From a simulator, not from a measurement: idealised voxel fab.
Process module in this document: voxel quadruple lines
Cross-sectional view cut (width: 300 nm; square cell size: 5 nm).
Throughout this document, each cross-section is represented as a grid of square cells and is presented as a sequence of bands enumerated from the top downward, where a band comprises one or more rows of cells. First you get the band's top height and its bottom height, in nm, and then the materials it's made of, left to right, with each width in nm. If you see a single material with "full width", that one covers the band edge to edge. "air" is empty space. Height datum 0, below which the as-received substrate wafer is one material. Lowest band open at the bottom, running downward: "0 and below". You'd read "30..40" like this: the band's top row of cells is as wide as the first number, its bottom row is as wide as the second, and going down, every row changes width by the same amount as the row before did. Reading "no modification" for a step: not a cell of the cross-section changed in it. The entry "Sealed void list" lists the empty spaces that cover at least 8 cells and have no open path to the top. Each is written as width x height at distance, where the distance is measured from the left edge and all three values are in nm. What comes after the settings on a step's line is commentary from the simulator itself on that step. The line of a step may include "overlay nm". On a step with a mask, this value is how far to the right of its planned place the mask lay. A negative value means the mask lay to the left.

Steps in the process plan
1. RECEIVE | material Si
2. CONFORMAL_DEP | material Al2O3 | thk nm 5
3. DIRECTIONAL_DEP | material W | thk nm 10
4. DIRECTIONAL_DEP | material polySi | thk nm 15
5. DIRECTIONAL_DEP | material aC | thk nm 25
6. PATTERN | tone cover | mask id MANDREL | material resist | width nm 35 | thk nm 35 | overlay nm 0
7. DIRECTIONAL_ETCH | etch materials aC | depth nm 25
8. STRIP | etch materials resist
9. CONFORMAL_DEP | material SiO2 | thk nm 15
10. DIRECTIONAL_ETCH | etch materials SiO2 | depth nm 15
11. STRIP | etch materials aC
12. DIRECTIONAL_ETCH | etch materials polySi | depth nm 15
13. STRIP | etch materials SiO2
14. CONFORMAL_DEP | material SiN | thk nm 10
15. DIRECTIONAL_ETCH | etch materials SiN | depth nm 10
16. STRIP | etch materials polySi
17. DIRECTIONAL_ETCH | etch materials W | depth nm 10
18. STRIP | etch materials SiN

The first of a set of two wafers, run to plan

Cross-section of the wafer upon arrival, representing the state reached after step 1
0 and below = Si full width
Sealed void list: none

Once step 2 is through, the wafer looks like this in cross-section
5 down to 0 = Al2O3 full width
Note: structure below 0 unchanged.

Once step 3 is through, the wafer looks like this in cross-section
15 down to 5 = W full width
Note: structure below 5 unchanged.

Once step 4 is through, the wafer looks like this in cross-section
30 down to 15 = polySi full width
Note: structure below 15 unchanged.

Once step 5 is through, the wafer looks like this in cross-section
55 down to 30 = aC full width
Note: structure below 30 unchanged.

Once step 6 is through, the wafer looks like this in cross-section
90 down to 55 = air 130 nm  resist 35 nm  air 135 nm
Note: structure below 55 unchanged.

Once step 7 is through, the wafer looks like this in cross-section
65 down to 55 = air 130 nm  resist 35 nm  air 135 nm
55 down to 30 = air 130 nm  aC 35 nm  air 135 nm
Note: structure below 30 unchanged.

Once step 8 is through, the wafer looks like this in cross-section
55 down to 30 = air 130 nm  aC 35 nm  air 135 nm
Note: structure below 30 unchanged.

Once step 9 is through, the wafer looks like this in cross-section
70 down to 55 = air 115 nm  SiO2 65 nm  air 120 nm
55 down to 45 = air 115 nm  SiO2 15 nm  aC 35 nm  SiO2 15 nm  air 120 nm
45 down to 30 = SiO2 130 nm  aC 35 nm  SiO2 135 nm
Note: structure below 30 unchanged.

Once step 10 is through, the wafer looks like this in cross-section
55 down to 30 = air 115 nm  SiO2 15 nm  aC 35 nm  SiO2 15 nm  air 120 nm
Note: structure below 30 unchanged.

Once step 11 is through, the wafer looks like this in cross-section
55 down to 30 = air 115 nm  SiO2 15 nm  air 35 nm  SiO2 15 nm  air 120 nm
Note: structure below 30 unchanged.

Once step 12 is through, the wafer looks like this in cross-section
55 down to 30 = air 115 nm  SiO2 15 nm  air 35 nm  SiO2 15 nm  air 120 nm
30 down to 15 = air 115 nm  polySi 15 nm  air 35 nm  polySi 15 nm  air 120 nm
Note: structure below 15 unchanged.

Once step 13 is through, the wafer looks like this in cross-section
30 down to 15 = air 115 nm  polySi 15 nm  air 35 nm  polySi 15 nm  air 120 nm
Note: structure below 15 unchanged.

Once step 14 is through, the wafer looks like this in cross-section
40 down to 30 = air 105 nm  SiN 35 nm  air 15 nm  SiN 35 nm  air 110 nm
30 down to 25 = air 105 nm  SiN 10 nm  polySi 15 nm  SiN 10 nm  air 15 nm  SiN 10 nm  polySi 15 nm  SiN 10 nm  air 110 nm
25 down to 15 = SiN 115 nm  polySi 15 nm  SiN 35 nm  polySi 15 nm  SiN 120 nm
Note: structure below 15 unchanged.

Once step 15 is through, the wafer looks like this in cross-section
30 down to 15 = air 105 nm  SiN 10 nm  polySi 15 nm  SiN 10 nm  air 15 nm  SiN 10 nm  polySi 15 nm  SiN 10 nm  air 110 nm
Note: structure below 15 unchanged.

Once step 16 is through, the wafer looks like this in cross-section
30 down to 15 = air 105 nm  SiN 10 nm  air 15 nm  SiN 10 nm  air 15 nm  SiN 10 nm  air 15 nm  SiN 10 nm  air 110 nm
Note: structure below 15 unchanged.

Once step 17 is through, the wafer looks like this in cross-section
30 down to 15 = air 105 nm  SiN 10 nm  air 15 nm  SiN 10 nm  air 15 nm  SiN 10 nm  air 15 nm  SiN 10 nm  air 110 nm
15 down to 5 = air 105 nm  W 10 nm  air 15 nm  W 10 nm  air 15 nm  W 10 nm  air 15 nm  W 10 nm  air 110 nm
Note: structure below 5 unchanged.

Once step 18 is through, the wafer looks like this in cross-section
15 down to 5 = air 105 nm  W 10 nm  air 15 nm  W 10 nm  air 15 nm  W 10 nm  air 15 nm  W 10 nm  air 110 nm
Note: structure below 5 unchanged.

The second wafer: identical to the first at the outset and in its planned sequence, differing only in that one mistake was made during processing; up to and including step 5, its path is the first wafer's path

Cross-section, second wafer, at the end time the plan gives for step 6
90 down to 55 = air 135 nm  resist 25 nm  air 140 nm
Note: structure below 55 unchanged.

Cross-section, second wafer, at the end time the plan gives for step 7
65 down to 55 = air 135 nm  resist 25 nm  air 140 nm
55 down to 30 = air 135 nm  aC 25 nm  air 140 nm
Note: structure below 30 unchanged.

Cross-section, second wafer, at the end time the plan gives for step 8
55 down to 30 = air 135 nm  aC 25 nm  air 140 nm
Note: structure below 30 unchanged.

Cross-section, second wafer, at the end time the plan gives for step 9
70 down to 55 = air 120 nm  SiO2 55 nm  air 125 nm
55 down to 45 = air 120 nm  SiO2 15 nm  aC 25 nm  SiO2 15 nm  air 125 nm
45 down to 30 = SiO2 135 nm  aC 25 nm  SiO2 140 nm
Note: structure below 30 unchanged.

Cross-section, second wafer, at the end time the plan gives for step 10
55 down to 30 = air 120 nm  SiO2 15 nm  aC 25 nm  SiO2 15 nm  air 125 nm
Note: structure below 30 unchanged.

Cross-section, second wafer, at the end time the plan gives for step 11
55 down to 30 = air 120 nm  SiO2 15 nm  air 25 nm  SiO2 15 nm  air 125 nm
Note: structure below 30 unchanged.

Cross-section, second wafer, at the end time the plan gives for step 12
55 down to 30 = air 120 nm  SiO2 15 nm  air 25 nm  SiO2 15 nm  air 125 nm
30 down to 15 = air 120 nm  polySi 15 nm  air 25 nm  polySi 15 nm  air 125 nm
Note: structure below 15 unchanged.

Cross-section, second wafer, at the end time the plan gives for step 13
30 down to 15 = air 120 nm  polySi 15 nm  air 25 nm  polySi 15 nm  air 125 nm
Note: structure below 15 unchanged.

Cross-section, second wafer, at the end time the plan gives for step 14
40 down to 30 = air 110 nm  SiN 35 nm  air 5 nm  SiN 35 nm  air 115 nm
30 down to 25 = air 110 nm  SiN 10 nm  polySi 15 nm  SiN 10 nm  air 5 nm  SiN 10 nm  polySi 15 nm  SiN 10 nm  air 115 nm
25 down to 15 = SiN 120 nm  polySi 15 nm  SiN 25 nm  polySi 15 nm  SiN 125 nm
Note: structure below 15 unchanged.

Cross-section, second wafer, at the end time the plan gives for step 15
30 down to 15 = air 110 nm  SiN 10 nm  polySi 15 nm  SiN 10 nm  air 5 nm  SiN 10 nm  polySi 15 nm  SiN 10 nm  air 115 nm
Note: structure below 15 unchanged.

Cross-section, second wafer, at the end time the plan gives for step 16
30 down to 15 = air 110 nm  SiN 10 nm  air 15 nm  SiN 10 nm  air 5 nm  SiN 10 nm  air 15 nm  SiN 10 nm  air 115 nm
Note: structure below 15 unchanged.

Cross-section, second wafer, at the end time the plan gives for step 17
30 down to 15 = air 110 nm  SiN 10 nm  air 15 nm  SiN 10 nm  air 5 nm  SiN 10 nm  air 15 nm  SiN 10 nm  air 115 nm
15 down to 5 = air 110 nm  W 10 nm  air 15 nm  W 10 nm  air 5 nm  W 10 nm  air 15 nm  W 10 nm  air 115 nm
Note: structure below 5 unchanged.

Cross-section, second wafer, at the end time the plan gives for step 18
15 down to 5 = air 110 nm  W 10 nm  air 15 nm  W 10 nm  air 5 nm  W 10 nm  air 15 nm  W 10 nm  air 115 nm
Note: structure below 5 unchanged.
Deviation noted in wafer processing: note that step 6 departed from the planned setting and was carried out as PATTERN | tone cover | mask id MANDREL | material resist | width nm 25 | thk nm 35 | overlay nm 0
At the end, the second wafer has the same number of cells of each material as the first, but those cells sit in other places.
